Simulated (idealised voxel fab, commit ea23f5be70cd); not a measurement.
The process module presented herein is designated voxel wiring stack.
The width of the displayed cross-section, cut, is 210 nm; its cells are square, with a size of 5 nm.
Cross-sections here: square-cell grids, written as top-down lists of bands, a band being one or more rows of cells. Band: top and bottom heights (nm) first, top before bottom; then materials from left to right, widths in nm. "all across" marks a sole material filling the band edge to edge. "air" denotes empty space. Heights from 0 (as-received wafer is one material below). Bottom band endless downward, as "top 0, no bottom". Note: "30..40" means the width goes from the first number (top row of the band) to the second number (bottom row) in equal steps per row of cells. Basically "all unchanged" means that step didn't change any cell in the cross-section. Empty spaces without an open route to the top, at least 8 cells in extent, make up the entry "Sealed void list"; each is given as width x height at distance, where the distance is measured from the left edge, and all are in nm. Whatever follows a step's settings on its line is a remark the simulator itself makes about that step. "overlay nm" on a masked step: distance the mask lay right of its planned place, negative for left. Pairs from here to the end. Each: cross-section before one process step, cross-section after it, the latter only as far down as the lowest band that changed. Under each: the step between, and its settings. Mind that the pairs may be taken from different runs of this module on the same starting wafer; whether a pair continues from the pair above depends on its entry headed "Pre-step view", and it does only where that entry says so.

Pre-step view
    top 60, bottom 45 | aC all across
    top 45, bottom 20 | Ru all across
    top 20, bottom 15 | TiN all across
    top 15, bottom 0 | SiO2 all across
    top 0, no bottom | Si all across
    Sealed void list: none

Section, Post-Step
    top 95, bottom 60 | resist 60 / air 30 / resist 25 / air 30 / resist 65
    Under 60: no change, same as before.
    Sealed void list: none
The process step bridging the two cross-sections above: op PATTERN | tone open | mask id METAL_1 | material resist | width nm 30 | pitch nm 55 | thk nm 35 | overlay nm 0

Pre-step view: no separate figure, the pair right above already shows it after its step.

Section, Post-Step
    top 80, bottom 60 | resist 60 / air 30 / resist 25 / air 30 / resist 65
    top 60, bottom 45 | aC 60 / air 30 / aC 25 / air 30 / aC 65
    Under 45: no change, same as before.
    Sealed void list: none
The process step bridging the two cross-sections above: op DIRECTIONAL_ETCH | etch materials aC | depth nm 15

Pre-step view: no separate figure, the pair right above already shows it after its step.

Section, Post-Step
    top 60, bottom 45 | aC 60 / air 30 / aC 25 / air 30 / aC 65
    Under 45: no change, same as before.
    Sealed void list: none
The process step bridging the two cross-sections above: op STRIP | etch materials resist

Pre-step view: no separate figure, the pair right above already shows it after its step.

Section, Post-Step
    top 60, bottom 45 | aC 60 / air 30 / aC 25 / air 30 / aC 65
    top 45, bottom 20 | Ru 60 / air 30 / Ru 25 / air 30 / Ru 65
    Under 20: no change, same as before.
    Sealed void list: none
The process step bridging the two cross-sections above: op DIRECTIONAL_ETCH | etch materials Ru | depth nm 25

Pre-step view: no separate figure, the pair right above already shows it after its step.

Section, Post-Step
    top 60, bottom 45 | aC 60 / air 30 / aC 25 / air 30 / aC 65
    top 45, bottom 20 | Ru 60 / air 30 / Ru 25 / air 30 / Ru 65
    top 20, bottom 15 | TiN 60 / air 30 / TiN 25 / air 30 / TiN 65
    Under 15: no change, same as before.
    Sealed void list: none
The process step bridging the two cross-sections above: op DIRECTIONAL_ETCH | etch materials TiN | depth nm 5

Pre-step view: no separate figure, the pair right above already shows it after its step.

Section, Post-Step
    top 45, bottom 20 | Ru 60 / air 30 / Ru 25 / air 30 / Ru 65
    Under 20: no change, same as before.
    Sealed void list: none
The process step bridging the two cross-sections above: op STRIP | etch materials aC

Pre-step view: no separate figure, the pair right above already shows it after its step.

Section, Post-Step
    top 50, bottom 45 | SiN 65 / air 20 / SiN 35 / air 20 / SiN 70
    top 45, bottom 20 | Ru 60 / SiN 5 / air 20 / SiN 5 / Ru 25 / SiN 5 / air 20 / SiN 5 / Ru 65
    top 20, bottom 15 | TiN 60 / SiN 30 / TiN 25 / SiN 30 / TiN 65
    Under 15: no change, same as before.
    Sealed void list: none
The process step bridging the two cross-sections above: op CONFORMAL_DEP | material SiN | thk nm 5

Pre-step view: no separate figure, the pair right above already shows it after its step.

Section, Post-Step
    top 55, bottom 50 | SiO2 all across
    top 50, bottom 45 | SiN 65 / SiO2 20 / SiN 35 / SiO2 20 / SiN 70
    top 45, bottom 20 | Ru 60 / SiN 5 / SiO2 20 / SiN 5 / Ru 25 / SiN 5 / SiO2 20 / SiN 5 / Ru 65
    Under 20: no change, same as before.
    Sealed void list: none
The process step bridging the two cross-sections above: op FILL_DEP | material SiO2 | thk nm 5

Pre-step view: no separate figure, the pair right above already shows it after its step.

Section, Post-Step
    top 45, bottom 20 | Ru 60 / SiN 5 / SiO2 20 / SiN 5 / Ru 25 / SiN 5 / SiO2 20 / SiN 5 / Ru 65
    Under 20: no change, same as before.
    Sealed void list: none
The process step bridging the two cross-sections above: op CMP | height nm 45

Pre-step view: no separate figure, the pair right above already shows it after its step.

Section, Post-Step
    top 50, bottom 45 | SiCN all across
    Under 45: no change, same as before.
    Sealed void list: none
The process step bridging the two cross-sections above: op CONFORMAL_DEP | material SiCN | thk nm 5

Pre-step view: no separate figure, the pair right above already shows it after its step.

Section, Post-Step
    top 85, bottom 50 | SiO2 all across
    Under 50: no change, same as before.
    Sealed void list: none
The process step bridging the two cross-sections above: op DIRECTIONAL_DEP | material SiO2 | thk nm 35

Pre-step view: no separate figure, the pair right above already shows it after its step.

Section, Post-Step
    top 85, bottom 50 | SiO2 60 / air 15 / SiO2 40 / air 15 / SiO2 80
    Under 50: no change, same as before.
    Sealed void list: none
The process step bridging the two cross-sections above: op MASKED_ETCH | tone open | mask id METAL_2_HOLES | width nm 15 | pitch nm 55 | etch materials SiO2 | depth nm 35 | overlay nm 0

Pre-step view: no separate figure, the pair right above already shows it after its step.

Section, Post-Step
    top 85, bottom 65 | SiO2 60 / air 30 / SiO2 25 / air 30 / SiO2 65
    Under 65: no change, same as before.
    Sealed void list: none
The process step bridging the two cross-sections above: op MASKED_ETCH | tone open | mask id METAL_2 | width nm 30 | pitch nm 55 | etch materials SiO2 | depth nm 20 | overlay nm 0

Pre-step view: no separate figure, the pair right above already shows it after its step.

Section, Post-Step
    top 85, bottom 65 | SiO2 60 / air 30 / SiO2 25 / air 30 / SiO2 65
    top 65, bottom 50 | SiO2 60 / air 15 / SiO2 40 / air 15 / SiO2 80
    top 50, bottom 45 | SiCN 60 / air 15 / SiCN 40 / air 15 / SiCN 80
    Under 45: no change, same as before.
    Sealed void list: none
The process step bridging the two cross-sections above: op MASKED_ETCH | tone open | mask id METAL_2 | width nm 30 | pitch nm 55 | etch materials SiCN | depth nm 5 | overlay nm 0

Pre-step view: no separate figure, the pair right above already shows it after its step.

Section, Post-Step
    top 90, bottom 85 | TiN 65 / air 20 / TiN 35 / air 20 / TiN 70
    top 85, bottom 70 | SiO2 60 / TiN 5 / air 20 / TiN 5 / SiO2 25 / TiN 5 / air 20 / TiN 5 / SiO2 65
    top 70, bottom 65 | SiO2 60 / TiN 5 / air 5 / TiN 20 / SiO2 25 / TiN 5 / air 5 / TiN 20 / SiO2 65
    top 65, bottom 50 | SiO2 60 / TiN 5 / air 5 / TiN 5 / SiO2 40 / TiN 5 / air 5 / TiN 5 / SiO2 80
    top 50, bottom 45 | SiCN 60 / TiN 15 / SiCN 40 / TiN 15 / SiCN 80
    Under 45: no change, same as before.
    Sealed void list: none
The process step bridging the two cross-sections above: op CONFORMAL_DEP | material TiN | thk nm 5

Pre-step view: no separate figure, the pair right above already shows it after its step.

Section, Post-Step
    top 95, bottom 90 | Ru all across
    top 90, bottom 85 | TiN 65 / Ru 20 / TiN 35 / Ru 20 / TiN 70
    top 85, bottom 70 | SiO2 60 / TiN 5 / Ru 20 / TiN 5 / SiO2 25 / TiN 5 / Ru 20 / TiN 5 / SiO2 65
    top 70, bottom 65 | SiO2 60 / TiN 5 / Ru 5 / TiN 20 / SiO2 25 / TiN 5 / Ru 5 / TiN 20 / SiO2 65
    top 65, bottom 50 | SiO2 60 / TiN 5 / Ru 5 / TiN 5 / SiO2 40 / TiN 5 / Ru 5 / TiN 5 / SiO2 80
    Under 50: no change, same as before.
    Sealed void list: none
The process step bridging the two cross-sections above: op FILL_DEP | material Ru | thk nm 5

Pre-step view: no separate figure, the pair right above already shows it after its step.

Section, Post-Step
    top 85, bottom 70 | SiO2 60 / TiN 5 / Ru 20 / TiN 5 / SiO2 25 / TiN 5 / Ru 20 / TiN 5 / SiO2 65
    Under 70: no change, same as before.
    Sealed void list: none
The process step bridging the two cross-sections above: op CMP | height nm 85

Pre-step view: no separate figure, the pair right above already shows it after its step.

Section, Post-Step
    top 90, bottom 85 | SiCN all across
    Under 85: no change, same as before.
    Sealed void list: none
The process step bridging the two cross-sections above: op CONFORMAL_DEP | material SiCN | thk nm 5

Pre-step view: no separate figure, the pair right above already shows it after its step.

Section, Post-Step
    top 105, bottom 90 | lowk all across
    Under 90: no change, same as before.
    Sealed void list: none
The process step bridging the two cross-sections above: op DIRECTIONAL_DEP | material lowk | thk nm 15

Pre-step view: no separate figure, the pair right above already shows it after its step.

Section, Post-Step
    top 125, bottom 105 | resist 60 / air 15 / resist 135
    Under 105: no change, same as before.
    Sealed void list: none
The process step bridging the two cross-sections above: op PATTERN | tone open | mask id PLUG_2 | material resist | width nm 15 | thk nm 20 | overlay nm 0

Pre-step view: no separate figure, the pair right above already shows it after its step.

Section, Post-Step
    top 125, bottom 105 | resist 60 / air 15 / resist 135
    top 105, bottom 90 | lowk 60 / air 15 / lowk 135
    Under 90: no change, same as before.
    Sealed void list: none
The process step bridging the two cross-sections above: op DIRECTIONAL_ETCH | etch materials lowk | depth nm 15

Pre-step view: no separate figure, the pair right above already shows it after its step.

Section, Post-Step
    top 125, bottom 105 | resist 60 / air 15 / resist 135
    top 105, bottom 90 | lowk 60 / air 15 / lowk 135
    top 90, bottom 85 | SiCN 60 / air 15 / SiCN 135
    Under 85: no change, same as before.
    Sealed void list: none
The process step bridging the two cross-sections above: op DIRECTIONAL_ETCH | etch materials SiCN | depth nm 5

Pre-step view: no separate figure, the pair right above already shows it after its step.

Section, Post-Step
    top 105, bottom 90 | lowk 60 / air 15 / lowk 135
    Under 90: no change, same as before.
    Sealed void list: none
The process step bridging the two cross-sections above: op STRIP | etch materials resist

Pre-step view: no separate figure, the pair right above already shows it after its step.

Section, Post-Step
    top 105, bottom 95 | lowk 60 / air 15 / lowk 135
    top 95, bottom 90 | lowk 60 / Ru 15 / lowk 135
    top 90, bottom 85 | SiCN 60 / Ru 15 / SiCN 135
    Under 85: no change, same as before.
    Sealed void list: none
The process step bridging the two cross-sections above: op EPI | material Ru | thk nm 10

Pre-step view: no separate figure, the pair right above already shows it after its step.

Section, Post-Step
    top 105, bottom 90 | lowk 60 / Ru 15 / lowk 135
    Under 90: no change, same as before.
    Sealed void list: none
The process step bridging the two cross-sections above: op EPI | material Ru | thk nm 10

Pre-step view: no separate figure, the pair right above already shows it after its step.

Section, Post-Step
    top 110, bottom 105 | TiN all across
    Under 105: no change, same as before.
    Sealed void list: none
The process step bridging the two cross-sections above: op DIRECTIONAL_DEP | material TiN | thk nm 5

Pre-step view: no separate figure, the pair right above already shows it after its step.

Section, Post-Step
    top 125, bottom 110 | Ru all across
    Under 110: no change, same as before.
    Sealed void list: none
The process step bridging the two cross-sections above: op DIRECTIONAL_DEP | material Ru | thk nm 15

Pre-step view: no separate figure, the pair right above already shows it after its step.

Section, Post-Step
    top 125, bottom 110 | air 60 / Ru 30 / air 25 / Ru 30 / air 65
    Under 110: no change, same as before.
    Sealed void list: none
The process step bridging the two cross-sections above: op MASKED_ETCH | tone cover | mask id METAL_3 | width nm 30 | pitch nm 55 | etch materials Ru | depth nm 15 | overlay nm 0

Pre-step view: no separate figure, the pair right above already shows it after its step.

Section, Post-Step
    top 125, bottom 110 | air 60 / Ru 30 / air 25 / Ru 30 / air 65
    top 110, bottom 105 | air 60 / TiN 30 / air 25 / TiN 30 / air 65
    Under 105: no change, same as before.
    Sealed void list: none
The process step bridging the two cross-sections above: op MASKED_ETCH | tone cover | mask id METAL_3 | width nm 30 | pitch nm 55 | etch materials TiN | depth nm 5 | overlay nm 0

Pre-step view: no separate figure, the pair right above already shows it after its step.

Section, Post-Step
    top 130, bottom 125 | air 55 / SiN 40 / air 15 / SiN 40 / air 60
    top 125, bottom 110 | air 55 / SiN 5 / Ru 30 / SiN 5 / air 15 / SiN 5 / Ru 30 / SiN 5 / air 60
    top 110, bottom 105 | SiN 60 / TiN 30 / SiN 25 / TiN 30 / SiN 65
    Under 105: no change, same as before.
    Sealed void list: none
The process step bridging the two cross-sections above: op CONFORMAL_DEP | material SiN | thk nm 5

Pre-step view: no separate figure, the pair right above already shows it after its step.

Section, Post-Step
    top 140, bottom 130 | SiO2 all across
    top 130, bottom 125 | SiO2 55 / SiN 40 / SiO2 15 / SiN 40 / SiO2 60
    top 125, bottom 110 | SiO2 55 / SiN 5 / Ru 30 / SiN 5 / SiO2 15 / SiN 5 / Ru 30 / SiN 5 / SiO2 60
    Under 110: no change, same as before.
    Sealed void list: none
The process step bridging the two cross-sections above: op FILL_DEP | material SiO2 | thk nm 10

Pre-step view: no separate figure, the pair right above already shows it after its step.

Section, Post-Step
    top 125, bottom 110 | SiO2 55 / SiN 5 / Ru 30 / SiN 5 / SiO2 15 / SiN 5 / Ru 30 / SiN 5 / SiO2 60
    Under 110: no change, same as before.
    Sealed void list: none
The process step bridging the two cross-sections above: op CMP | height nm 125

Pre-step view: no separate figure, the pair right above already shows it after its step.

Section, Post-Step
    top 130, bottom 125 | SiN all across
    Under 125: no change, same as before.
    Sealed void list: none
The process step bridging the two cross-sections above: op CONFORMAL_DEP | material SiN | thk nm 5
